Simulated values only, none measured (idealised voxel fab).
Process module heading - voxel lift off
cross-section cut | 195 nm wide | cells 5 nm
A cross-section in this document is a grid of square cells, and it is written down as bands, the top band listed before the ones below it; a band is made up of one or more rows of cells. The entry gives the band's vertical extent as a top height and a bottom height in nm, then its horizontal make-up as materials from left to right, each with a width in nm. "air" stands for empty space; a single material marked "edge to edge" fills the band edge to edge. All heights in this document are referenced to 0, defined as the level beneath which the wafer, as received, consists entirely of one material. The lowest band is not bounded below; it extends indefinitely downward and is written in the form "0 nm and below". When a width is written as two numbers, as in "30->40", the first number is the width in the top row of cells of the band and the second is the width in its bottom row, and the width changes by the same amount from each row to the next. For the purposes of this document, the phrase "stayed the same" attached to a step denotes that no cell within the cross-section was modified by that step. Entry "Enclosed void list" = empty spaces >= 8 cells with no open way to the top; each as width x height at distance, distance from left edge, all nm. The remark found on a step's line after its settings is issued by the simulator itself and pertains to that step. A step's line can hold "overlay nm"; with a mask on that step, the setting says how far right of the planned place the mask lay, while a negative setting says it lay to the left.

Plan:
| 1 | op RECEIVE | material Si |
| 2 | op CONFORMAL_DEP | material Al2O3 | thk nm 5 |
| 3 | op PATTERN | tone open | mask id LINES | material resist | width nm 25 | pitch nm 50 | thk nm 30 | overlay nm 0 |
| 4 | op DIRECTIONAL_DEP | material Ru | thk nm 15 |
| 5 | op STRIP | etch materials resist |
| 6 | op CONFORMAL_DEP | material SiN | thk nm 10 |

This is the cross-section of the wafer as we received it, i.e. after step 1:
	0 nm and below: Si edge to edge
	Enclosed void list: none

The cross-section shown corresponds to the wafer at the conclusion of the module. The initial structure and the process plan are those presented above; however, one mistake occurred in executing the plan:
	30 nm to 20 nm: air 25 nm, then SiN 45 nm, then air 5 nm, then SiN 45 nm, then air 5 nm, then SiN 45 nm, then air 25 nm
	20 nm to 15 nm: air 25 nm, then SiN 10 nm, then Al2O3 25 nm, then SiN 10 nm, then air 5 nm, then SiN 10 nm, then Al2O3 25 nm, then SiN 10 nm, then air 5 nm, then SiN 10 nm, then Al2O3 25 nm, then SiN 10 nm, then air 25 nm
	15 nm to 5 nm: SiN 35 nm, then Al2O3 25 nm, then SiN 25 nm, then Al2O3 25 nm, then SiN 25 nm, then Al2O3 25 nm, then SiN 35 nm
	5 nm to 0 nm: Al2O3 edge to edge
	0 nm and below: Si edge to edge
	Enclosed void list: none
Deviation noted in wafer processing: step 4 ran as: op DIRECTIONAL_DEP | material Al2O3 | thk nm 15
